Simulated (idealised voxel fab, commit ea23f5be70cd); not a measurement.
Process module under the name voxel released beams
The cross-section shown here is cut; it is 230 nm wide and divided into square cells measuring 5 nm on a side.
Square cells in a grid make up a cross-section in this document, and the grid is given as bands, listed from the top down, each one or more rows of cells.
What a band's entry tells you: where the top is and where the bottom is, as heights in nm, and after that what lies inside, material by material from left to right, each with its width in nm. Empty space is written as the word "blank", and a single material marked with the word "full width" occupies the band from edge to edge.
A quick word on heights: they are counted from 0, and under that level the wafer as it came to us is one material throughout. The lowest band is different from the rest in having no bottom; it simply continues downward, written as in "top 0, no bottom".
Note: "30->40" means the width goes from the first number (top row of the band) to the second number (bottom row) in equal steps per row of cells.
You'll sometimes find "changes: none" written for a step, and that's the way of saying that nowhere in the cross-section did a cell change during that step.
Empty spaces without an open route to the top, at least 8 cells in extent, make up the entry "Sealed internal cavities"; each is given as width x height at distance, where the distance is measured from the left edge, and all are in nm.
That trailing text on a step's line, after the settings, is the simulator's own remark on the step.
"overlay nm" denotes, for a step that has a mask, the displacement of the mask to the right of its planned place, with negative values corresponding to the left.

Steps in the process plan
| 1 | RECEIVE [material Si] |
| 2 | CONFORMAL_DEP [material SiN] [thk nm 5] |
| 3 | DIRECTIONAL_DEP [material SiO2] [thk nm 20] |
| 4 | DIRECTIONAL_DEP [material aC] [thk nm 10] |
| 5 | PATTERN [tone open] [mask id ANCHOR] [material resist] [width nm 25] [thk nm 30] [overlay nm 0] |
| 6 | DIRECTIONAL_ETCH [etch materials aC] [depth nm 10] |
| 7 | STRIP [etch materials resist] |
| 8 | DIRECTIONAL_ETCH [etch materials SiO2] [depth nm 20] |
| 9 | STRIP [etch materials aC] |
| 10 | CONFORMAL_DEP [material polySi] [thk nm 10] |
| 11 | DIRECTIONAL_DEP [material aC] [thk nm 15] |
| 12 | PATTERN [tone cover] [mask id BEAM] [material resist] [width nm 110] [thk nm 30] [overlay nm 0] |
| 13 | DIRECTIONAL_ETCH [etch materials aC] [depth nm 15] |
| 14 | STRIP [etch materials resist] |
| 15 | DIRECTIONAL_ETCH [etch materials polySi] [depth nm 10] |
| 16 | STRIP [etch materials aC] |
| 17 | STRIP [etch materials SiO2] |

First wafer of two (run as planned)

As-received state of the wafer in cross-section, equivalent to post-step 1
  top 0, no bottom  Si full width
  Sealed internal cavities: none

The following cross-section depicts the wafer upon completion of step 2
  top 5, bottom 0  SiN full width
  Everything below 0 is unchanged.

The following cross-section depicts the wafer upon completion of step 3
  top 25, bottom 5  SiO2 full width
  Everything below 5 is unchanged.

The following cross-section depicts the wafer upon completion of step 4
  top 35, bottom 25  aC full width
  Everything below 25 is unchanged.

The following cross-section depicts the wafer upon completion of step 5
  top 65, bottom 35  resist=60 / blank=25 / resist=145
  Everything below 35 is unchanged.

The following cross-section depicts the wafer upon completion of step 6
  top 55, bottom 35  resist=60 / blank=25 / resist=145
  top 35, bottom 25  aC=60 / blank=25 / aC=145
  Everything below 25 is unchanged.

The following cross-section depicts the wafer upon completion of step 7
  top 35, bottom 25  aC=60 / blank=25 / aC=145
  Everything below 25 is unchanged.

The following cross-section depicts the wafer upon completion of step 8
  top 35, bottom 25  aC=60 / blank=25 / aC=145
  top 25, bottom 5  SiO2=60 / blank=25 / SiO2=145
  Everything below 5 is unchanged.

The following cross-section depicts the wafer upon completion of step 9
  top 25, bottom 5  SiO2=60 / blank=25 / SiO2=145
  Everything below 5 is unchanged.

The following cross-section depicts the wafer upon completion of step 10
  top 35, bottom 25  polySi=70 / blank=5 / polySi=155
  top 25, bottom 15  SiO2=60 / polySi=10 / blank=5 / polySi=10 / SiO2=145
  top 15, bottom 5  SiO2=60 / polySi=25 / SiO2=145
  Everything below 5 is unchanged.

The following cross-section depicts the wafer upon completion of step 11
  top 50, bottom 35  aC=70 / blank=5 / aC=155
  top 35, bottom 30  polySi=70 / blank=5 / polySi=155
  top 30, bottom 25  polySi=70 / aC=5 / polySi=155
  top 25, bottom 15  SiO2=60 / polySi=10 / aC=5 / polySi=10 / SiO2=145
  Everything below 15 is unchanged.

The following cross-section depicts the wafer upon completion of step 12
  top 80, bottom 50  blank=55 / resist=110 / blank=65
  top 50, bottom 35  aC=70 / resist=5 / aC=155
  top 35, bottom 30  polySi=70 / resist=5 / polySi=155
  Everything below 30 is unchanged.

The following cross-section depicts the wafer upon completion of step 13
  top 65, bottom 50  blank=55 / resist=110 / blank=65
  top 50, bottom 35  blank=55 / aC=15 / resist=5 / aC=90 / blank=65
  Everything below 35 is unchanged.

The following cross-section depicts the wafer upon completion of step 14
  top 50, bottom 35  blank=55 / aC=15 / blank=5 / aC=90 / blank=65
  top 35, bottom 30  polySi=70 / blank=5 / polySi=155
  Everything below 30 is unchanged.

The following cross-section depicts the wafer upon completion of step 15
  top 50, bottom 35  blank=55 / aC=15 / blank=5 / aC=90 / blank=65
  top 35, bottom 30  blank=55 / polySi=15 / blank=5 / polySi=90 / blank=65
  top 30, bottom 25  blank=55 / polySi=15 / aC=5 / polySi=90 / blank=65
  Everything below 25 is unchanged.

The following cross-section depicts the wafer upon completion of step 16
  top 35, bottom 25  blank=55 / polySi=15 / blank=5 / polySi=90 / blank=65
  top 25, bottom 15  SiO2=60 / polySi=10 / blank=5 / polySi=10 / SiO2=145
  Everything below 15 is unchanged.

The following cross-section depicts the wafer upon completion of step 17
  top 35, bottom 25  blank=55 / polySi=15 / blank=5 / polySi=90 / blank=65
  top 25, bottom 15  blank=60 / polySi=10 / blank=5 / polySi=10 / blank=145
  top 15, bottom 5  blank=60 / polySi=25 / blank=145
  Everything below 5 is unchanged.

The second wafer was prepared from the same starting point and under the same plan as the first; its processing contained one mistake, and it remains indistinguishable from the first wafer up to and including step 9

Cross-sectional view of the second wafer at the intended end time of process step 10
  top 35, bottom 25  SiN=70 / blank=5 / SiN=155
  top 25, bottom 15  SiO2=60 / SiN=10 / blank=5 / SiN=10 / SiO2=145
  top 15, bottom 5  SiO2=60 / SiN=25 / SiO2=145
  Everything below 5 is unchanged.

Cross-sectional view of the second wafer at the intended end time of process step 11
  top 50, bottom 35  aC=70 / blank=5 / aC=155
  top 35, bottom 30  SiN=70 / blank=5 / SiN=155
  top 30, bottom 25  SiN=70 / aC=5 / SiN=155
  top 25, bottom 15  SiO2=60 / SiN=10 / aC=5 / SiN=10 / SiO2=145
  Everything below 15 is unchanged.

Cross-sectional view of the second wafer at the intended end time of process step 12
  top 80, bottom 50  blank=55 / resist=110 / blank=65
  top 50, bottom 35  aC=70 / resist=5 / aC=155
  top 35, bottom 30  SiN=70 / resist=5 / SiN=155
  Everything below 30 is unchanged.

Cross-sectional view of the second wafer at the intended end time of process step 13
  top 65, bottom 50  blank=55 / resist=110 / blank=65
  top 50, bottom 35  blank=55 / aC=15 / resist=5 / aC=90 / blank=65
  Everything below 35 is unchanged.

Cross-sectional view of the second wafer at the intended end time of process step 14
  top 50, bottom 35  blank=55 / aC=15 / blank=5 / aC=90 / blank=65
  top 35, bottom 30  SiN=70 / blank=5 / SiN=155
  Everything below 30 is unchanged.

Cross-sectional view of the second wafer at the intended end time of process step 15: changes: none

Cross-sectional view of the second wafer at the intended end time of process step 16
  top 35, bottom 25  SiN=70 / blank=5 / SiN=155
  top 25, bottom 15  SiO2=60 / SiN=10 / blank=5 / SiN=10 / SiO2=145
  Everything below 15 is unchanged.

Cross-sectional view of the second wafer at the intended end time of process step 17: changes: none
In executing the process, a mistake was made relative to the plan: step 10 changed vs plan, executed as CONFORMAL_DEP [material SiN] [thk nm 10]
Heads up, by the end the second wafer has more or fewer cells of some materials compared to the first: +108 SiN, +164 SiO2, -60 polySi
